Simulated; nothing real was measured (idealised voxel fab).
Proc. module: voxel quadruple lines
Cross-section cut spans 245 nm and uses square cells 5 nm in size.
Cross-section format: a grid of square cells, given as bands from top to bottom; each band is one or more rows of cells. Band entry format. Leading values: height of top, height of bottom, nm. Remainder: materials in left-to-right order, each with its width in nm. Special words: "edge to edge" on a single material, which then fills the band edge to edge; "empty", empty space. Note: height 0 marks the level under which the wafer is uniformly one material as received. Lowest band unbounded below, written "0 nm and below". You'd read "30->40" like this: the band's top row of cells is as wide as the first number, its bottom row is as wide as the second, and going down, every row changes width by the same amount as the row before did. The cross-section has no changed cell in any step marked "no alteration". "Enclosed void list": sealed empty spaces, 8 cells or more, no open way to top, listed width x height at distance, with distance from the left edge and width, height and distance in nm. If you see something after the settings on a step's line, that's the simulator's own remark about that step. overlay nm, on a step with a mask: how far to the right of its planned place the mask lay; to the left if negative.

These are the steps we planned for the process:
step 1: RECEIVE (material Si)
step 2: CONFORMAL_DEP (material Al2O3; thk nm 5)
step 3: DIRECTIONAL_DEP (material TiN; thk nm 10)
step 4: DIRECTIONAL_DEP (material polySi; thk nm 20)
step 5: DIRECTIONAL_DEP (material aC; thk nm 25)
step 6: PATTERN (tone cover; mask id MANDREL; material resist; width nm 35; pitch nm 100; thk nm 30; overlay nm 0)
step 7: DIRECTIONAL_ETCH (etch materials aC; depth nm 25)
step 8: STRIP (etch materials resist)
step 9: CONFORMAL_DEP (material SiO2; thk nm 15)
step 10: DIRECTIONAL_ETCH (etch materials SiO2; depth nm 15)
step 11: STRIP (etch materials aC)
step 12: DIRECTIONAL_ETCH (etch materials polySi; depth nm 20)
step 13: STRIP (etch materials SiO2)
step 14: CONFORMAL_DEP (material SiCN; thk nm 10)
step 15: DIRECTIONAL_ETCH (etch materials SiCN; depth nm 10)
step 16: STRIP (etch materials polySi)
step 17: DIRECTIONAL_ETCH (etch materials TiN; depth nm 10)
step 18: STRIP (etch materials SiCN)

Concerning the first of two wafers, which was run in accordance with the plan:

Received-state cross-section, reflecting completion of step 1:
> 0 nm and below | Si edge to edge
> Enclosed void list: none

Presented here is a cross-section of the wafer after step 2 has been performed:
> 5 nm to 0 nm | Al2O3 edge to edge
> No changes below 0.

Presented here is a cross-section of the wafer after step 3 has been performed:
> 15 nm to 5 nm | TiN edge to edge
> No changes below 5.

Presented here is a cross-section of the wafer after step 4 has been performed:
> 35 nm to 15 nm | polySi edge to edge
> No changes below 15.

Presented here is a cross-section of the wafer after step 5 has been performed:
> 60 nm to 35 nm | aC edge to edge
> No changes below 35.

Presented here is a cross-section of the wafer after step 6 has been performed:
> 90 nm to 60 nm | empty (55); resist (35); empty (65); resist (35); empty (55)
> No changes below 60.

Presented here is a cross-section of the wafer after step 7 has been performed:
> 65 nm to 60 nm | empty (55); resist (35); empty (65); resist (35); empty (55)
> 60 nm to 35 nm | empty (55); aC (35); empty (65); aC (35); empty (55)
> No changes below 35.

Presented here is a cross-section of the wafer after step 8 has been performed:
> 60 nm to 35 nm | empty (55); aC (35); empty (65); aC (35); empty (55)
> No changes below 35.

Presented here is a cross-section of the wafer after step 9 has been performed:
> 75 nm to 60 nm | empty (40); SiO2 (65); empty (35); SiO2 (65); empty (40)
> 60 nm to 50 nm | empty (40); SiO2 (15); aC (35); SiO2 (15); empty (35); SiO2 (15); aC (35); SiO2 (15); empty (40)
> 50 nm to 35 nm | SiO2 (55); aC (35); SiO2 (65); aC (35); SiO2 (55)
> No changes below 35.

Presented here is a cross-section of the wafer after step 10 has been performed:
> 60 nm to 35 nm | empty (40); SiO2 (15); aC (35); SiO2 (15); empty (35); SiO2 (15); aC (35); SiO2 (15); empty (40)
> No changes below 35.

Presented here is a cross-section of the wafer after step 11 has been performed:
> 60 nm to 35 nm | empty (40); SiO2 (15); empty (35); SiO2 (15); empty (35); SiO2 (15); empty (35); SiO2 (15); empty (40)
> No changes below 35.

Presented here is a cross-section of the wafer after step 12 has been performed:
> 60 nm to 35 nm | empty (40); SiO2 (15); empty (35); SiO2 (15); empty (35); SiO2 (15); empty (35); SiO2 (15); empty (40)
> 35 nm to 15 nm | empty (40); polySi (15); empty (35); polySi (15); empty (35); polySi (15); empty (35); polySi (15); empty (40)
> No changes below 15.

Presented here is a cross-section of the wafer after step 13 has been performed:
> 35 nm to 15 nm | empty (40); polySi (15); empty (35); polySi (15); empty (35); polySi (15); empty (35); polySi (15); empty (40)
> No changes below 15.

Presented here is a cross-section of the wafer after step 14 has been performed:
> 45 nm to 35 nm | empty (30); SiCN (35); empty (15); SiCN (35); empty (15); SiCN (35); empty (15); SiCN (35); empty (30)
> 35 nm to 25 nm | empty (30); SiCN (10); polySi (15); SiCN (10); empty (15); SiCN (10); polySi (15); SiCN (10); empty (15); SiCN (10); polySi (15); SiCN (10); empty (15); SiCN (10); polySi (15); SiCN (10); empty (30)
> 25 nm to 15 nm | SiCN (40); polySi (15); SiCN (35); polySi (15); SiCN (35); polySi (15); SiCN (35); polySi (15); SiCN (40)
> No changes below 15.

Presented here is a cross-section of the wafer after step 15 has been performed:
> 35 nm to 15 nm | empty (30); SiCN (10); polySi (15); SiCN (10); empty (15); SiCN (10); polySi (15); SiCN (10); empty (15); SiCN (10); polySi (15); SiCN (10); empty (15); SiCN (10); polySi (15); SiCN (10); empty (30)
> No changes below 15.

Presented here is a cross-section of the wafer after step 16 has been performed:
> 35 nm to 15 nm | empty (30); SiCN (10); empty (15); SiCN (10); empty (15); SiCN (10); empty (15); SiCN (10); empty (15); SiCN (10); empty (15); SiCN (10); empty (15); SiCN (10); empty (15); SiCN (10); empty (30)
> No changes below 15.

Presented here is a cross-section of the wafer after step 17 has been performed:
> 35 nm to 15 nm | empty (30); SiCN (10); empty (15); SiCN (10); empty (15); SiCN (10); empty (15); SiCN (10); empty (15); SiCN (10); empty (15); SiCN (10); empty (15); SiCN (10); empty (15); SiCN (10); empty (30)
> 15 nm to 5 nm | empty (30); TiN (10); empty (15); TiN (10); empty (15); TiN (10); empty (15); TiN (10); empty (15); TiN (10); empty (15); TiN (10); empty (15); TiN (10); empty (15); TiN (10); empty (30)
> No changes below 5.

Presented here is a cross-section of the wafer after step 18 has been performed:
> 15 nm to 5 nm | empty (30); TiN (10); empty (15); TiN (10); empty (15); TiN (10); empty (15); TiN (10); empty (15); TiN (10); empty (15); TiN (10); empty (15); TiN (10); empty (15); TiN (10); empty (30)
> No changes below 5.

Companion wafer, the second of two: same beginning, same intended sequence, one mistake in carrying it out; through step 1 inclusive it tracks the first exactly:

Second wafer, cut view, end of step 2 per plan:
> 15 nm to 0 nm | Al2O3 edge to edge
> No changes below 0.

Second wafer, cut view, end of step 3 per plan:
> 25 nm to 15 nm | TiN edge to edge
> No changes below 15.

Second wafer, cut view, end of step 4 per plan:
> 45 nm to 25 nm | polySi edge to edge
> No changes below 25.

Second wafer, cut view, end of step 5 per plan:
> 70 nm to 45 nm | aC edge to edge
> No changes below 45.

Second wafer, cut view, end of step 6 per plan:
> 100 nm to 70 nm | empty (55); resist (35); empty (65); resist (35); empty (55)
> No changes below 70.

Second wafer, cut view, end of step 7 per plan:
> 75 nm to 70 nm | empty (55); resist (35); empty (65); resist (35); empty (55)
> 70 nm to 45 nm | empty (55); aC (35); empty (65); aC (35); empty (55)
> No changes below 45.

Second wafer, cut view, end of step 8 per plan:
> 70 nm to 45 nm | empty (55); aC (35); empty (65); aC (35); empty (55)
> No changes below 45.

Second wafer, cut view, end of step 9 per plan:
> 85 nm to 70 nm | empty (40); SiO2 (65); empty (35); SiO2 (65); empty (40)
> 70 nm to 60 nm | empty (40); SiO2 (15); aC (35); SiO2 (15); empty (35); SiO2 (15); aC (35); SiO2 (15); empty (40)
> 60 nm to 45 nm | SiO2 (55); aC (35); SiO2 (65); aC (35); SiO2 (55)
> No changes below 45.

Second wafer, cut view, end of step 10 per plan:
> 70 nm to 45 nm | empty (40); SiO2 (15); aC (35); SiO2 (15); empty (35); SiO2 (15); aC (35); SiO2 (15); empty (40)
> No changes below 45.

Second wafer, cut view, end of step 11 per plan:
> 70 nm to 45 nm | empty (40); SiO2 (15); empty (35); SiO2 (15); empty (35); SiO2 (15); empty (35); SiO2 (15); empty (40)
> No changes below 45.

Second wafer, cut view, end of step 12 per plan:
> 70 nm to 45 nm | empty (40); SiO2 (15); empty (35); SiO2 (15); empty (35); SiO2 (15); empty (35); SiO2 (15); empty (40)
> 45 nm to 25 nm | empty (40); polySi (15); empty (35); polySi (15); empty (35); polySi (15); empty (35); polySi (15); empty (40)
> No changes below 25.

Second wafer, cut view, end of step 13 per plan:
> 45 nm to 25 nm | empty (40); polySi (15); empty (35); polySi (15); empty (35); polySi (15); empty (35); polySi (15); empty (40)
> No changes below 25.

Second wafer, cut view, end of step 14 per plan:
> 55 nm to 45 nm | empty (30); SiCN (35); empty (15); SiCN (35); empty (15); SiCN (35); empty (15); SiCN (35); empty (30)
> 45 nm to 35 nm | empty (30); SiCN (10); polySi (15); SiCN (10); empty (15); SiCN (10); polySi (15); SiCN (10); empty (15); SiCN (10); polySi (15); SiCN (10); empty (15); SiCN (10); polySi (15); SiCN (10); empty (30)
> 35 nm to 25 nm | SiCN (40); polySi (15); SiCN (35); polySi (15); SiCN (35); polySi (15); SiCN (35); polySi (15); SiCN (40)
> No changes below 25.

Second wafer, cut view, end of step 15 per plan:
> 45 nm to 25 nm | empty (30); SiCN (10); polySi (15); SiCN (10); empty (15); SiCN (10); polySi (15); SiCN (10); empty (15); SiCN (10); polySi (15); SiCN (10); empty (15); SiCN (10); polySi (15); SiCN (10); empty (30)
> No changes below 25.

Second wafer, cut view, end of step 16 per plan:
> 45 nm to 25 nm | empty (30); SiCN (10); empty (15); SiCN (10); empty (15); SiCN (10); empty (15); SiCN (10); empty (15); SiCN (10); empty (15); SiCN (10); empty (15); SiCN (10); empty (15); SiCN (10); empty (30)
> No changes below 25.

Second wafer, cut view, end of step 17 per plan:
> 45 nm to 25 nm | empty (30); SiCN (10); empty (15); SiCN (10); empty (15); SiCN (10); empty (15); SiCN (10); empty (15); SiCN (10); empty (15); SiCN (10); empty (15); SiCN (10); empty (15); SiCN (10); empty (30)
> 25 nm to 15 nm | empty (30); TiN (10); empty (15); TiN (10); empty (15); TiN (10); empty (15); TiN (10); empty (15); TiN (10); empty (15); TiN (10); empty (15); TiN (10); empty (15); TiN (10); empty (30)
> No changes below 15.

Second wafer, cut view, end of step 18 per plan:
> 25 nm to 15 nm | empty (30); TiN (10); empty (15); TiN (10); empty (15); TiN (10); empty (15); TiN (10); empty (15); TiN (10); empty (15); TiN (10); empty (15); TiN (10); empty (15); TiN (10); empty (30)
> No changes below 15.
The plan and the run diverged here: step 2: run off-plan, actual operation and settings CONFORMAL_DEP (material Al2O3; thk nm 15)
At the finish, the second wafer shows more or fewer cells for some materials than the first does: 98 more of Al2O3
